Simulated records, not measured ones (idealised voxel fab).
The document below concerns the process module designated voxel wiring stack.
The cross-section on display is named cut; it measures 185 nm wide, and its cells are 5 nm squares.
Cross-section = grid of square cells, listed top down in bands; band = one or more rows. Quick guide to a band line: top height, bottom height (nm) up front; then every material left to right with its width in nm. Only one material and it's marked "edge to edge"? Then it fills the band edge to edge. And "empty" just means empty space. Convention: height 0 is the level below which the wafer, as received, is all one material. The lowest band does not terminate at the bottom but continues downward, represented as "from 0 down". So if you see something like "30->40" for the width, read it as the top row of the band sitting at the first number and the bottom row at the second, with every row in between moving by the same amount as the last. "nothing got changed" for a step: no cell of the cross-section changed in that step. For the entry "Catalogued sealed voids", the listed items are empty spaces with no open way to the top whose size is 8 cells or more; each item follows the pattern width x height at distance, where distance is from the left edge and all three are in nm. It should be noted that, on the line of a given step, the content following the step's settings is a remark produced by the simulator itself with respect to that step. overlay nm, on a step with a mask: how far to the right of its planned place the mask lay; to the left if negative.
The steps planned for the process are as follows
step 1: RECEIVE (material Si)
step 2: CONFORMAL_DEP (material SiO2; thk nm 15)
step 3: DIRECTIONAL_DEP (material TiN; thk nm 5)
step 4: DIRECTIONAL_DEP (material W; thk nm 15)
step 5: PATTERN (tone cover; mask id METAL_1; material resist; width nm 20; pitch nm 45; thk nm 20; overlay nm 0)
step 6: DIRECTIONAL_ETCH (etch materials W; depth nm 15)
step 7: DIRECTIONAL_ETCH (etch materials TiN; depth nm 5)
step 8: STRIP (etch materials resist)
step 9: CONFORMAL_DEP (material SiN; thk nm 5)
step 10: FILL_DEP (material lowk; thk nm 5)
step 11: CMP (height nm 35)
step 12: CONFORMAL_DEP (material SiCN; thk nm 5)
step 13: DIRECTIONAL_DEP (material SiO2; thk nm 35)
step 14: MASKED_ETCH (tone open; mask id METAL_2; width nm 20; pitch nm 45; etch materials SiO2; depth nm 20; overlay nm 0)
step 15: DIRECTIONAL_DEP (material aC; thk nm 15)
step 16: PATTERN (tone open; mask id METAL_2_HOLES; material resist; width nm 15; pitch nm 45; thk nm 35; overlay nm 0)
step 17: DIRECTIONAL_ETCH (etch materials aC; depth nm 15)
step 18: STRIP (etch materials resist)
step 19: DIRECTIONAL_ETCH (etch materials SiO2; depth nm 15)
step 20: DIRECTIONAL_ETCH (etch materials SiCN; depth nm 5)
step 21: STRIP (etch materials aC)
step 22: CONFORMAL_DEP (material TiN; thk nm 5)
step 23: FILL_DEP (material Cu; thk nm 5)
step 24: CMP (height nm 75)
step 25: CONFORMAL_DEP (material SiCN; thk nm 5)
step 26: DIRECTIONAL_DEP (material lowk; thk nm 10)
step 27: PATTERN (tone open; mask id PLUG_2; material resist; width nm 15; thk nm 20; overlay nm 0)
step 28: DIRECTIONAL_ETCH (etch materials lowk; depth nm 10)
step 29: DIRECTIONAL_ETCH (etch materials SiCN; depth nm 5)
step 30: STRIP (etch materials resist)
step 31: CONFORMAL_DEP (material TiN; thk nm 5)
step 32: FILL_DEP (material W; thk nm 5)
step 33: CMP (height nm 90)
step 34: CONFORMAL_DEP (material SiCN; thk nm 5)
step 35: DIRECTIONAL_DEP (material SiO2; thk nm 25)
step 36: PATTERN (tone open; mask id METAL_3; material resist; width nm 20; pitch nm 45; thk nm 20; overlay nm 0)
step 37: DIRECTIONAL_ETCH (etch materials SiO2; depth nm 25)
step 38: DIRECTIONAL_ETCH (etch materials SiCN; depth nm 5)
step 39: STRIP (etch materials resist)
step 40: CONFORMAL_DEP (material TiN; thk nm 5)
step 41: FILL_DEP (material Cu; thk nm 10)
step 42: CMP (height nm 120)
step 43: CONFORMAL_DEP (material SiCN; thk nm 5)
step 44: DIRECTIONAL_DEP (material lowk; thk nm 10)
step 45: PATTERN (tone open; mask id PLUG_3; material resist; width nm 15; pitch nm 45; thk nm 15; overlay nm 0)
step 46: DIRECTIONAL_ETCH (etch materials lowk; depth nm 10)
step 47: DIRECTIONAL_ETCH (etch materials SiCN; depth nm 5)
step 48: STRIP (etch materials resist)
step 49: EPI (material Ru; thk nm 10)
step 50: EPI (material Ru; thk nm 5)
step 51: DIRECTIONAL_DEP (material TiN; thk nm 5)
step 52: DIRECTIONAL_DEP (material W; thk nm 25)
step 53: MASKED_ETCH (tone cover; mask id METAL_4; width nm 20; pitch nm 45; etch materials W; depth nm 25; overlay nm 0)
step 54: MASKED_ETCH (tone cover; mask id METAL_4; width nm 20; pitch nm 45; etch materials TiN; depth nm 5; overlay nm 0)
step 55: CONFORMAL_DEP (material SiN; thk nm 5)
step 56: FILL_DEP (material SiO2; thk nm 10)
step 57: CMP (height nm 165)
step 58: CONFORMAL_DEP (material SiN; thk nm 5)
First wafer of two (run as planned)
Wafer at receipt (post step 1), cross-section
> from 0 down  Si edge to edge
> Catalogued sealed voids: none
After step 2: wafer cross-section
> from 15 to 0  SiO2 edge to edge
> Nothing below the height 0 has changed.
After step 3: wafer cross-section
> from 20 to 15  TiN edge to edge
> Nothing below the height 15 has changed.
After step 4: wafer cross-section
> from 35 to 20  W edge to edge
> Nothing below the height 20 has changed.
After step 5: wafer cross-section
> from 55 to 35  empty=60; resist=20; empty=25; resist=20; empty=60
> Nothing below the height 35 has changed.
After step 6: wafer cross-section
> from 55 to 35  empty=60; resist=20; empty=25; resist=20; empty=60
> from 35 to 20  empty=60; W=20; empty=25; W=20; empty=60
> Nothing below the height 20 has changed.
After step 7: wafer cross-section
> from 55 to 35  empty=60; resist=20; empty=25; resist=20; empty=60
> from 35 to 20  empty=60; W=20; empty=25; W=20; empty=60
> from 20 to 15  empty=60; TiN=20; empty=25; TiN=20; empty=60
> Nothing below the height 15 has changed.
After step 8: wafer cross-section
> from 35 to 20  empty=60; W=20; empty=25; W=20; empty=60
> Nothing below the height 20 has changed.
After step 9: wafer cross-section
> from 40 to 35  empty=55; SiN=30; empty=15; SiN=30; empty=55
> from 35 to 20  empty=55; SiN=5; W=20; SiN=5; empty=15; SiN=5; W=20; SiN=5; empty=55
> from 20 to 15  SiN=60; TiN=20; SiN=25; TiN=20; SiN=60
> Nothing below the height 15 has changed.
After step 10: wafer cross-section
> from 45 to 40  lowk edge to edge
> from 40 to 35  lowk=55; SiN=30; lowk=15; SiN=30; lowk=55
> from 35 to 20  lowk=55; SiN=5; W=20; SiN=5; lowk=15; SiN=5; W=20; SiN=5; lowk=55
> Nothing below the height 20 has changed.
After step 11: wafer cross-section
> from 35 to 20  lowk=55; SiN=5; W=20; SiN=5; lowk=15; SiN=5; W=20; SiN=5; lowk=55
> Nothing below the height 20 has changed.
After step 12: wafer cross-section
> from 40 to 35  SiCN edge to edge
> Nothing below the height 35 has changed.
After step 13: wafer cross-section
> from 75 to 40  SiO2 edge to edge
> Nothing below the height 40 has changed.
After step 14: wafer cross-section
> from 75 to 55  SiO2=60; empty=20; SiO2=25; empty=20; SiO2=60
> Nothing below the height 55 has changed.
After step 15: wafer cross-section
> from 90 to 75  aC=60; empty=20; aC=25; empty=20; aC=60
> from 75 to 70  SiO2=60; empty=20; SiO2=25; empty=20; SiO2=60
> from 70 to 55  SiO2=60; aC=20; SiO2=25; aC=20; SiO2=60
> Nothing below the height 55 has changed.
After step 16: wafer cross-section
> from 125 to 90  resist=60; empty=15; resist=30; empty=15; resist=65
> from 90 to 75  aC=60; empty=15; resist=5; aC=25; empty=15; resist=5; aC=60
> from 75 to 70  SiO2=60; empty=15; resist=5; SiO2=25; empty=15; resist=5; SiO2=60
> Nothing below the height 70 has changed.
After step 17: wafer cross-section
> from 110 to 90  resist=60; empty=15; resist=30; empty=15; resist=65
> from 90 to 75  aC=60; empty=15; resist=5; aC=25; empty=15; resist=5; aC=60
> from 75 to 70  SiO2=60; empty=15; resist=5; SiO2=25; empty=15; resist=5; SiO2=60
> from 70 to 55  SiO2=60; empty=15; aC=5; SiO2=25; empty=15; aC=5; SiO2=60
> Nothing below the height 55 has changed.
After step 18: wafer cross-section
> from 90 to 75  aC=60; empty=20; aC=25; empty=20; aC=60
> from 75 to 70  SiO2=60; empty=20; SiO2=25; empty=20; SiO2=60
> Nothing below the height 70 has changed.
After step 19: wafer cross-section
> from 90 to 75  aC=60; empty=20; aC=25; empty=20; aC=60
> from 75 to 70  SiO2=60; empty=20; SiO2=25; empty=20; SiO2=60
> from 70 to 55  SiO2=60; empty=15; aC=5; SiO2=25; empty=15; aC=5; SiO2=60
> from 55 to 40  SiO2=60; empty=15; SiO2=30; empty=15; SiO2=65
> Nothing below the height 40 has changed.
After step 20: wafer cross-section
> from 90 to 75  aC=60; empty=20; aC=25; empty=20; aC=60
> from 75 to 70  SiO2=60; empty=20; SiO2=25; empty=20; SiO2=60
> from 70 to 55  SiO2=60; empty=15; aC=5; SiO2=25; empty=15; aC=5; SiO2=60
> from 55 to 40  SiO2=60; empty=15; SiO2=30; empty=15; SiO2=65
> from 40 to 35  SiCN=60; empty=15; SiCN=30; empty=15; SiCN=65
> Nothing below the height 35 has changed.
After step 21: wafer cross-section
> from 75 to 55  SiO2=60; empty=20; SiO2=25; empty=20; SiO2=60
> Nothing below the height 55 has changed.
After step 22: wafer cross-section
> from 80 to 75  TiN=65; empty=10; TiN=35; empty=10; TiN=65
> from 75 to 60  SiO2=60; TiN=5; empty=10; TiN=5; SiO2=25; TiN=5; empty=10; TiN=5; SiO2=60
> from 60 to 55  SiO2=60; TiN=5; empty=5; TiN=10; SiO2=25; TiN=5; empty=5; TiN=10; SiO2=60
> from 55 to 40  SiO2=60; TiN=5; empty=5; TiN=5; SiO2=30; TiN=5; empty=5; TiN=5; SiO2=65
> from 40 to 35  SiCN=60; TiN=15; SiCN=30; TiN=15; SiCN=65
> Nothing below the height 35 has changed.
After step 23: wafer cross-section
> from 85 to 80  Cu edge to edge
> from 80 to 75  TiN=65; Cu=10; TiN=35; Cu=10; TiN=65
> from 75 to 60  SiO2=60; TiN=5; Cu=10; TiN=5; SiO2=25; TiN=5; Cu=10; TiN=5; SiO2=60
> from 60 to 55  SiO2=60; TiN=5; Cu=5; TiN=10; SiO2=25; TiN=5; Cu=5; TiN=10; SiO2=60
> from 55 to 40  SiO2=60; TiN=5; Cu=5; TiN=5; SiO2=30; TiN=5; Cu=5; TiN=5; SiO2=65
> Nothing below the height 40 has changed.
After step 24: wafer cross-section
> from 75 to 60  SiO2=60; TiN=5; Cu=10; TiN=5; SiO2=25; TiN=5; Cu=10; TiN=5; SiO2=60
> Nothing below the height 60 has changed.
After step 25: wafer cross-section
> from 80 to 75  SiCN edge to edge
> Nothing below the height 75 has changed.
After step 26: wafer cross-section
> from 90 to 80  lowk edge to edge
> Nothing below the height 80 has changed.
After step 27: wafer cross-section
> from 110 to 90  resist=60; empty=15; resist=110
> Nothing below the height 90 has changed.
After step 28: wafer cross-section
> from 110 to 90  resist=60; empty=15; resist=110
> from 90 to 80  lowk=60; empty=15; lowk=110
> Nothing below the height 80 has changed.
After step 29: wafer cross-section
> from 110 to 90  resist=60; empty=15; resist=110
> from 90 to 80  lowk=60; empty=15; lowk=110
> from 80 to 75  SiCN=60; empty=15; SiCN=110
> Nothing below the height 75 has changed.
After step 30: wafer cross-section
> from 90 to 80  lowk=60; empty=15; lowk=110
> Nothing below the height 80 has changed.
After step 31: wafer cross-section
> from 95 to 90  TiN=65; empty=5; TiN=115
> from 90 to 80  lowk=60; TiN=5; empty=5; TiN=5; lowk=110
> from 80 to 75  SiCN=60; TiN=15; SiCN=110
> Nothing below the height 75 has changed.
After step 32: wafer cross-section
> from 100 to 95  W edge to edge
> from 95 to 90  TiN=65; W=5; TiN=115
> from 90 to 80  lowk=60; TiN=5; W=5; TiN=5; lowk=110
> Nothing below the height 80 has changed.
After step 33: wafer cross-section
> from 90 to 80  lowk=60; TiN=5; W=5; TiN=5; lowk=110
> Nothing below the height 80 has changed.
After step 34: wafer cross-section
> from 95 to 90  SiCN edge to edge
> Nothing below the height 90 has changed.
After step 35: wafer cross-section
> from 120 to 95  SiO2 edge to edge
> Nothing below the height 95 has changed.
After step 36: wafer cross-section
> from 140 to 120  resist=60; empty=20; resist=25; empty=20; resist=60
> Nothing below the height 120 has changed.
After step 37: wafer cross-section
> from 140 to 120  resist=60; empty=20; resist=25; empty=20; resist=60
> from 120 to 95  SiO2=60; empty=20; SiO2=25; empty=20; SiO2=60
> Nothing below the height 95 has changed.
After step 38: wafer cross-section
> from 140 to 120  resist=60; empty=20; resist=25; empty=20; resist=60
> from 120 to 95  SiO2=60; empty=20; SiO2=25; empty=20; SiO2=60
> from 95 to 90  SiCN=60; empty=20; SiCN=25; empty=20; SiCN=60
> Nothing below the height 90 has changed.
After step 39: wafer cross-section
> from 120 to 95  SiO2=60; empty=20; SiO2=25; empty=20; SiO2=60
> Nothing below the height 95 has changed.
After step 40: wafer cross-section
> from 125 to 120  TiN=65; empty=10; TiN=35; empty=10; TiN=65
> from 120 to 95  SiO2=60; TiN=5; empty=10; TiN=5; SiO2=25; TiN=5; empty=10; TiN=5; SiO2=60
> from 95 to 90  SiCN=60; TiN=20; SiCN=25; TiN=20; SiCN=60
> Nothing below the height 90 has changed.
After step 41: wafer cross-section
> from 135 to 125  Cu edge to edge
> from 125 to 120  TiN=65; Cu=10; TiN=35; Cu=10; TiN=65
> from 120 to 95  SiO2=60; TiN=5; Cu=10; TiN=5; SiO2=25; TiN=5; Cu=10; TiN=5; SiO2=60
> Nothing below the height 95 has changed.
After step 42: wafer cross-section
> from 120 to 95  SiO2=60; TiN=5; Cu=10; TiN=5; SiO2=25; TiN=5; Cu=10; TiN=5; SiO2=60
> Nothing below the height 95 has changed.
After step 43: wafer cross-section
> from 125 to 120  SiCN edge to edge
> Nothing below the height 120 has changed.
After step 44: wafer cross-section
> from 135 to 125  lowk edge to edge
> Nothing below the height 125 has changed.
After step 45: wafer cross-section
> from 150 to 135  resist=60; empty=15; resist=30; empty=15; resist=65
> Nothing below the height 135 has changed.
After step 46: wafer cross-section
> from 150 to 135  resist=60; empty=15; resist=30; empty=15; resist=65
> from 135 to 125  lowk=60; empty=15; lowk=30; empty=15; lowk=65
> Nothing below the height 125 has changed.
After step 47: wafer cross-section
> from 150 to 135  resist=60; empty=15; resist=30; empty=15; resist=65
> from 135 to 125  lowk=60; empty=15; lowk=30; empty=15; lowk=65
> from 125 to 120  SiCN=60; empty=15; SiCN=30; empty=15; SiCN=65
> Nothing below the height 120 has changed.
After step 48: wafer cross-section
> from 135 to 125  lowk=60; empty=15; lowk=30; empty=15; lowk=65
> Nothing below the height 125 has changed.
After step 49: wafer cross-section
> from 135 to 130  lowk=60; empty=15; lowk=30; empty=15; lowk=65
> from 130 to 125  lowk=60; Ru=15; lowk=30; Ru=15; lowk=65
> from 125 to 120  SiCN=60; Ru=15; SiCN=30; Ru=15; SiCN=65
> Nothing below the height 120 has changed.
After step 50: wafer cross-section
> from 135 to 125  lowk=60; Ru=15; lowk=30; Ru=15; lowk=65
> Nothing below the height 125 has changed.
After step 51: wafer cross-section
> from 140 to 135  TiN edge to edge
> Nothing below the height 135 has changed.
After step 52: wafer cross-section
> from 165 to 140  W edge to edge
> Nothing below the height 140 has changed.
After step 53: wafer cross-section
> from 165 to 140  empty=60; W=20; empty=25; W=20; empty=60
> Nothing below the height 140 has changed.
After step 54: wafer cross-section
> from 165 to 140  empty=60; W=20; empty=25; W=20; empty=60
> from 140 to 135  empty=60; TiN=20; empty=25; TiN=20; empty=60
> Nothing below the height 135 has changed.
After step 55: wafer cross-section
> from 170 to 165  empty=55; SiN=30; empty=15; SiN=30; empty=55
> from 165 to 140  empty=55; SiN=5; W=20; SiN=5; empty=15; SiN=5; W=20; SiN=5; empty=55
> from 140 to 135  SiN=60; TiN=20; SiN=25; TiN=20; SiN=60
> Nothing below the height 135 has changed.
After step 56: wafer cross-section
> from 180 to 170  SiO2 edge to edge
> from 170 to 165  SiO2=55; SiN=30; SiO2=15; SiN=30; SiO2=55
> from 165 to 140  SiO2=55; SiN=5; W=20; SiN=5; SiO2=15; SiN=5; W=20; SiN=5; SiO2=55
> Nothing below the height 140 has changed.
After step 57: wafer cross-section
> from 165 to 140  SiO2=55; SiN=5; W=20; SiN=5; SiO2=15; SiN=5; W=20; SiN=5; SiO2=55
> Nothing below the height 140 has changed.
After step 58: wafer cross-section
> from 170 to 165  SiN edge to edge
> Nothing below the height 165 has changed.
The second wafer: identical to the first at the outset and in its planned sequence, differing only in that one mistake was made during processing; up to and including step 4, its path is the first wafer's path
At the planned end of step 5, the second wafer in cross-section
> from 55 to 35  empty=70; resist=20; empty=25; resist=20; empty=50
> Nothing below the height 35 has changed.
At the planned end of step 6, the second wafer in cross-section
> from 55 to 35  empty=70; resist=20; empty=25; resist=20; empty=50
> from 35 to 20  empty=70; W=20; empty=25; W=20; empty=50
> Nothing below the height 20 has changed.
At the planned end of step 7, the second wafer in cross-section
> from 55 to 35  empty=70; resist=20; empty=25; resist=20; empty=50
> from 35 to 20  empty=70; W=20; empty=25; W=20; empty=50
> from 20 to 15  empty=70; TiN=20; empty=25; TiN=20; empty=50
> Nothing below the height 15 has changed.
At the planned end of step 8, the second wafer in cross-section
> from 35 to 20  empty=70; W=20; empty=25; W=20; empty=50
> Nothing below the height 20 has changed.
At the planned end of step 9, the second wafer in cross-section
> from 40 to 35  empty=65; SiN=30; empty=15; SiN=30; empty=45
> from 35 to 20  empty=65; SiN=5; W=20; SiN=5; empty=15; SiN=5; W=20; SiN=5; empty=45
> from 20 to 15  SiN=70; TiN=20; SiN=25; TiN=20; SiN=50
> Nothing below the height 15 has changed.
At the planned end of step 10, the second wafer in cross-section
> from 45 to 40  lowk edge to edge
> from 40 to 35  lowk=65; SiN=30; lowk=15; SiN=30; lowk=45
> from 35 to 20  lowk=65; SiN=5; W=20; SiN=5; lowk=15; SiN=5; W=20; SiN=5; lowk=45
> Nothing below the height 20 has changed.
At the planned end of step 11, the second wafer in cross-section
> from 35 to 20  lowk=65; SiN=5; W=20; SiN=5; lowk=15; SiN=5; W=20; SiN=5; lowk=45
> Nothing below the height 20 has changed.
At the planned end of step 12, the second wafer in cross-section
> from 40 to 35  SiCN edge to edge
> Nothing below the height 35 has changed.
At the planned end of step 13, the second wafer in cross-section
> from 75 to 40  SiO2 edge to edge
> Nothing below the height 40 has changed.
At the planned end of step 14, the second wafer in cross-section
> from 75 to 55  SiO2=60; empty=20; SiO2=25; empty=20; SiO2=60
> Nothing below the height 55 has changed.
At the planned end of step 15, the second wafer in cross-section
> from 90 to 75  aC=60; empty=20; aC=25; empty=20; aC=60
> from 75 to 70  SiO2=60; empty=20; SiO2=25; empty=20; SiO2=60
> from 70 to 55  SiO2=60; aC=20; SiO2=25; aC=20; SiO2=60
> Nothing below the height 55 has changed.
At the planned end of step 16, the second wafer in cross-section
> from 125 to 90  resist=60; empty=15; resist=30; empty=15; resist=65
> from 90 to 75  aC=60; empty=15; resist=5; aC=25; empty=15; resist=5; aC=60
> from 75 to 70  SiO2=60; empty=15; resist=5; SiO2=25; empty=15; resist=5; SiO2=60
> Nothing below the height 70 has changed.
At the planned end of step 17, the second wafer in cross-section
> from 110 to 90  resist=60; empty=15; resist=30; empty=15; resist=65
> from 90 to 75  aC=60; empty=15; resist=5; aC=25; empty=15; resist=5; aC=60
> from 75 to 70  SiO2=60; empty=15; resist=5; SiO2=25; empty=15; resist=5; SiO2=60
> from 70 to 55  SiO2=60; empty=15; aC=5; SiO2=25; empty=15; aC=5; SiO2=60
> Nothing below the height 55 has changed.
At the planned end of step 18, the second wafer in cross-section
> from 90 to 75  aC=60; empty=20; aC=25; empty=20; aC=60
> from 75 to 70  SiO2=60; empty=20; SiO2=25; empty=20; SiO2=60
> Nothing below the height 70 has changed.
At the planned end of step 19, the second wafer in cross-section
> from 90 to 75  aC=60; empty=20; aC=25; empty=20; aC=60
> from 75 to 70  SiO2=60; empty=20; SiO2=25; empty=20; SiO2=60
> from 70 to 55  SiO2=60; empty=15; aC=5; SiO2=25; empty=15; aC=5; SiO2=60
> from 55 to 40  SiO2=60; empty=15; SiO2=30; empty=15; SiO2=65
> Nothing below the height 40 has changed.
At the planned end of step 20, the second wafer in cross-section
> from 90 to 75  aC=60; empty=20; aC=25; empty=20; aC=60
> from 75 to 70  SiO2=60; empty=20; SiO2=25; empty=20; SiO2=60
> from 70 to 55  SiO2=60; empty=15; aC=5; SiO2=25; empty=15; aC=5; SiO2=60
> from 55 to 40  SiO2=60; empty=15; SiO2=30; empty=15; SiO2=65
> from 40 to 35  SiCN=60; empty=15; SiCN=30; empty=15; SiCN=65
> Nothing below the height 35 has changed.
At the planned end of step 21, the second wafer in cross-section
> from 75 to 55  SiO2=60; empty=20; SiO2=25; empty=20; SiO2=60
> Nothing below the height 55 has changed.
At the planned end of step 22, the second wafer in cross-section
> from 80 to 75  TiN=65; empty=10; TiN=35; empty=10; TiN=65
> from 75 to 60  SiO2=60; TiN=5; empty=10; TiN=5; SiO2=25; TiN=5; empty=10; TiN=5; SiO2=60
> from 60 to 55  SiO2=60; TiN=5; empty=5; TiN=10; SiO2=25; TiN=5; empty=5; TiN=10; SiO2=60
> from 55 to 40  SiO2=60; TiN=5; empty=5; TiN=5; SiO2=30; TiN=5; empty=5; TiN=5; SiO2=65
> from 40 to 35  SiCN=60; TiN=15; SiCN=30; TiN=15; SiCN=65
> Nothing below the height 35 has changed.
At the planned end of step 23, the second wafer in cross-section
> from 85 to 80  Cu edge to edge
> from 80 to 75  TiN=65; Cu=10; TiN=35; Cu=10; TiN=65
> from 75 to 60  SiO2=60; TiN=5; Cu=10; TiN=5; SiO2=25; TiN=5; Cu=10; TiN=5; SiO2=60
> from 60 to 55  SiO2=60; TiN=5; Cu=5; TiN=10; SiO2=25; TiN=5; Cu=5; TiN=10; SiO2=60
> from 55 to 40  SiO2=60; TiN=5; Cu=5; TiN=5; SiO2=30; TiN=5; Cu=5; TiN=5; SiO2=65
> Nothing below the height 40 has changed.
At the planned end of step 24, the second wafer in cross-section
> from 75 to 60  SiO2=60; TiN=5; Cu=10; TiN=5; SiO2=25; TiN=5; Cu=10; TiN=5; SiO2=60
> Nothing below the height 60 has changed.
At the planned end of step 25, the second wafer in cross-section
> from 80 to 75  SiCN edge to edge
> Nothing below the height 75 has changed.
At the planned end of step 26, the second wafer in cross-section
> from 90 to 80  lowk edge to edge
> Nothing below the height 80 has changed.
At the planned end of step 27, the second wafer in cross-section
> from 110 to 90  resist=60; empty=15; resist=110
> Nothing below the height 90 has changed.
At the planned end of step 28, the second wafer in cross-section
> from 110 to 90  resist=60; empty=15; resist=110
> from 90 to 80  lowk=60; empty=15; lowk=110
> Nothing below the height 80 has changed.
At the planned end of step 29, the second wafer in cross-section
> from 110 to 90  resist=60; empty=15; resist=110
> from 90 to 80  lowk=60; empty=15; lowk=110
> from 80 to 75  SiCN=60; empty=15; SiCN=110
> Nothing below the height 75 has changed.
At the planned end of step 30, the second wafer in cross-section
> from 90 to 80  lowk=60; empty=15; lowk=110
> Nothing below the height 80 has changed.
At the planned end of step 31, the second wafer in cross-section
> from 95 to 90  TiN=65; empty=5; TiN=115
> from 90 to 80  lowk=60; TiN=5; empty=5; TiN=5; lowk=110
> from 80 to 75  SiCN=60; TiN=15; SiCN=110
> Nothing below the height 75 has changed.
At the planned end of step 32, the second wafer in cross-section
> from 100 to 95  W edge to edge
> from 95 to 90  TiN=65; W=5; TiN=115
> from 90 to 80  lowk=60; TiN=5; W=5; TiN=5; lowk=110
> Nothing below the height 80 has changed.
At the planned end of step 33, the second wafer in cross-section
> from 90 to 80  lowk=60; TiN=5; W=5; TiN=5; lowk=110
> Nothing below the height 80 has changed.
At the planned end of step 34, the second wafer in cross-section
> from 95 to 90  SiCN edge to edge
> Nothing below the height 90 has changed.
At the planned end of step 35, the second wafer in cross-section
> from 120 to 95  SiO2 edge to edge
> Nothing below the height 95 has changed.
At the planned end of step 36, the second wafer in cross-section
> from 140 to 120  resist=60; empty=20; resist=25; empty=20; resist=60
> Nothing below the height 120 has changed.
At the planned end of step 37, the second wafer in cross-section
> from 140 to 120  resist=60; empty=20; resist=25; empty=20; resist=60
> from 120 to 95  SiO2=60; empty=20; SiO2=25; empty=20; SiO2=60
> Nothing below the height 95 has changed.
At the planned end of step 38, the second wafer in cross-section
> from 140 to 120  resist=60; empty=20; resist=25; empty=20; resist=60
> from 120 to 95  SiO2=60; empty=20; SiO2=25; empty=20; SiO2=60
> from 95 to 90  SiCN=60; empty=20; SiCN=25; empty=20; SiCN=60
> Nothing below the height 90 has changed.
At the planned end of step 39, the second wafer in cross-section
> from 120 to 95  SiO2=60; empty=20; SiO2=25; empty=20; SiO2=60
> Nothing below the height 95 has changed.
At the planned end of step 40, the second wafer in cross-section
> from 125 to 120  TiN=65; empty=10; TiN=35; empty=10; TiN=65
> from 120 to 95  SiO2=60; TiN=5; empty=10; TiN=5; SiO2=25; TiN=5; empty=10; TiN=5; SiO2=60
> from 95 to 90  SiCN=60; TiN=20; SiCN=25; TiN=20; SiCN=60
> Nothing below the height 90 has changed.
At the planned end of step 41, the second wafer in cross-section
> from 135 to 125  Cu edge to edge
> from 125 to 120  TiN=65; Cu=10; TiN=35; Cu=10; TiN=65
> from 120 to 95  SiO2=60; TiN=5; Cu=10; TiN=5; SiO2=25; TiN=5; Cu=10; TiN=5; SiO2=60
> Nothing below the height 95 has changed.
At the planned end of step 42, the second wafer in cross-section
> from 120 to 95  SiO2=60; TiN=5; Cu=10; TiN=5; SiO2=25; TiN=5; Cu=10; TiN=5; SiO2=60
> Nothing below the height 95 has changed.
At the planned end of step 43, the second wafer in cross-section
> from 125 to 120  SiCN edge to edge
> Nothing below the height 120 has changed.
At the planned end of step 44, the second wafer in cross-section
> from 135 to 125  lowk edge to edge
> Nothing below the height 125 has changed.
At the planned end of step 45, the second wafer in cross-section
> from 150 to 135  resist=60; empty=15; resist=30; empty=15; resist=65
> Nothing below the height 135 has changed.
At the planned end of step 46, the second wafer in cross-section
> from 150 to 135  resist=60; empty=15; resist=30; empty=15; resist=65
> from 135 to 125  lowk=60; empty=15; lowk=30; empty=15; lowk=65
> Nothing below the height 125 has changed.
At the planned end of step 47, the second wafer in cross-section
> from 150 to 135  resist=60; empty=15; resist=30; empty=15; resist=65
> from 135 to 125  lowk=60; empty=15; lowk=30; empty=15; lowk=65
> from 125 to 120  SiCN=60; empty=15; SiCN=30; empty=15; SiCN=65
> Nothing below the height 120 has changed.
At the planned end of step 48, the second wafer in cross-section
> from 135 to 125  lowk=60; empty=15; lowk=30; empty=15; lowk=65
> Nothing below the height 125 has changed.
At the planned end of step 49, the second wafer in cross-section
> from 135 to 130  lowk=60; empty=15; lowk=30; empty=15; lowk=65
> from 130 to 125  lowk=60; Ru=15; lowk=30; Ru=15; lowk=65
> from 125 to 120  SiCN=60; Ru=15; SiCN=30; Ru=15; SiCN=65
> Nothing below the height 120 has changed.
At the planned end of step 50, the second wafer in cross-section
> from 135 to 125  lowk=60; Ru=15; lowk=30; Ru=15; lowk=65
> Nothing below the height 125 has changed.
At the planned end of step 51, the second wafer in cross-section
> from 140 to 135  TiN edge to edge
> Nothing below the height 135 has changed.
At the planned end of step 52, the second wafer in cross-section
> from 165 to 140  W edge to edge
> Nothing below the height 140 has changed.
At the planned end of step 53, the second wafer in cross-section
> from 165 to 140  empty=60; W=20; empty=25; W=20; empty=60
> Nothing below the height 140 has changed.
At the planned end of step 54, the second wafer in cross-section
> from 165 to 140  empty=60; W=20; empty=25; W=20; empty=60
> from 140 to 135  empty=60; TiN=20; empty=25; TiN=20; empty=60
> Nothing below the height 135 has changed.
At the planned end of step 55, the second wafer in cross-section
> from 170 to 165  empty=55; SiN=30; empty=15; SiN=30; empty=55
> from 165 to 140  empty=55; SiN=5; W=20; SiN=5; empty=15; SiN=5; W=20; SiN=5; empty=55
> from 140 to 135  SiN=60; TiN=20; SiN=25; TiN=20; SiN=60
> Nothing below the height 135 has changed.
At the planned end of step 56, the second wafer in cross-section
> from 180 to 170  SiO2 edge to edge
> from 170 to 165  SiO2=55; SiN=30; SiO2=15; SiN=30; SiO2=55
> from 165 to 140  SiO2=55; SiN=5; W=20; SiN=5; SiO2=15; SiN=5; W=20; SiN=5; SiO2=55
> Nothing below the height 140 has changed.
At the planned end of step 57, the second wafer in cross-section
> from 165 to 140  SiO2=55; SiN=5; W=20; SiN=5; SiO2=15; SiN=5; W=20; SiN=5; SiO2=55
> Nothing below the height 140 has changed.
At the planned end of step 58, the second wafer in cross-section
> from 170 to 165  SiN edge to edge
> Nothing below the height 165 has changed.
In executing the process, a mistake was made relative to the plan: step 5 was not run as planned; what actually ran was PATTERN (tone cover; mask id METAL_1; material resist; width nm 20; pitch nm 45; thk nm 20; overlay nm 10)
Tallied in cells, the final second wafer holds each material in the same quantity as the first, although not at the same places.
